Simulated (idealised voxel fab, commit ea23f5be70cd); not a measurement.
Process module in this document: voxel wiring stack
Cross-section cut spans 155 nm and uses square cells 5 nm in size.
In what follows, cross-sections appear as grids of square cells, described through bands that run from the top down, where every band is one or more rows of cells.
In this notation a band is specified by the heights of its top and bottom, in that order and in nm, after which its materials appear from left to right, each paired with its width in nm. The word "everywhere" attached to a single material means that material fills the band from edge to edge; the word "blank" stands for empty space.
Heights from 0 (as-received wafer is one material below). Bottom band endless downward, as "0 -> down".
Width "30..40": first value at the band's top row of cells, second value at its bottom row, equal change from row to row.
You'll sometimes find "nothing was modified" written for a step, and that's the way of saying that nowhere in the cross-section did a cell change during that step.
Empty spaces counting at least 8 cells and having no open way to the top are listed in "Voids, enclosed". The notation width x height at distance is used for each, the distance being from the left edge and all three values in nm.
On each step's line, the part that comes after the settings is the simulator's own comment on the step.
What "overlay nm" on a step's line means: if the step has a mask, that mask lay this far to the right of its planned place, or, when the value is negative, to the left.
## Set out below are the planned steps of the process
1. RECEIVE: material Si
2. CONFORMAL_DEP: material SiO2, thk nm 15
3. DIRECTIONAL_DEP: material TiN, thk nm 5
4. DIRECTIONAL_DEP: material W, thk nm 20
5. PATTERN: tone cover, mask id METAL_1, material resist, width nm 20, pitch nm 50, thk nm 20, overlay nm 0
6. DIRECTIONAL_ETCH: etch materials W, depth nm 20
7. DIRECTIONAL_ETCH: etch materials TiN, depth nm 5
8. STRIP: etch materials resist
9. CONFORMAL_DEP: material SiCN, thk nm 5
10. FILL_DEP: material lowk, thk nm 10
11. CMP: height nm 40
12. CONFORMAL_DEP: material SiCN, thk nm 5
13. DIRECTIONAL_DEP: material SiO2, thk nm 35
14. DIRECTIONAL_DEP: material aC, thk nm 10
15. PATTERN: tone open, mask id METAL_2, material resist, width nm 20, pitch nm 50, thk nm 25, overlay nm 0
16. DIRECTIONAL_ETCH: etch materials aC, depth nm 10
17. STRIP: etch materials resist
18. DIRECTIONAL_ETCH: etch materials SiO2, depth nm 10
19. STRIP: etch materials aC
20. PATTERN: tone open, mask id METAL_2_HOLES, material resist, width nm 15, thk nm 20, overlay nm 0
21. DIRECTIONAL_ETCH: etch materials SiO2, depth nm 15
22. DIRECTIONAL_ETCH: etch materials SiCN, depth nm 5
23. STRIP: etch materials resist
24. CONFORMAL_DEP: material TiN, thk nm 5
25. FILL_DEP: material Cu, thk nm 10
26. CMP: height nm 80
27. CONFORMAL_DEP: material SiN, thk nm 5
Be aware that, although all wafers share a common starting state, the depth nm at step 18 differs among them, and the plan displays the first wafer's value.
## First of several wafers (as received, post step 1), cross-sectional view
* 0 -> down  Si everywhere
* Voids, enclosed: none
## Heads up, this table goes wafer by wafer. A row tells you, at the end of the module, how many cells of each material that wafer has put on (+) or dropped (-) since it was received, and then its closed voids
depth nm 10 | +7 Cu | +70 SiCN | +31 SiN | +285 SiO2 | +26 TiN | +32 W | +76 lowk | Voids, enclosed: none
depth nm 15 | +11 Cu | +70 SiCN | +31 SiN | +277 SiO2 | +30 TiN | +32 W | +76 lowk | Voids, enclosed: none
depth nm 20 | +16 Cu | +67 SiCN | +31 SiN | +269 SiO2 | +36 TiN | +32 W | +76 lowk | Voids, enclosed: none
depth nm 25 | +19 Cu | +67 SiCN | +31 SiN | +264 SiO2 | +38 TiN | +32 W | +76 lowk | Voids, enclosed: none
depth nm 30 | +22 Cu | +67 SiCN | +31 SiN | +259 SiO2 | +40 TiN | +32 W | +76 lowk | Voids, enclosed: none
depth nm 35 | +25 Cu | +67 SiCN | +31 SiN | +254 SiO2 | +42 TiN | +32 W | +76 lowk | Voids, enclosed: none
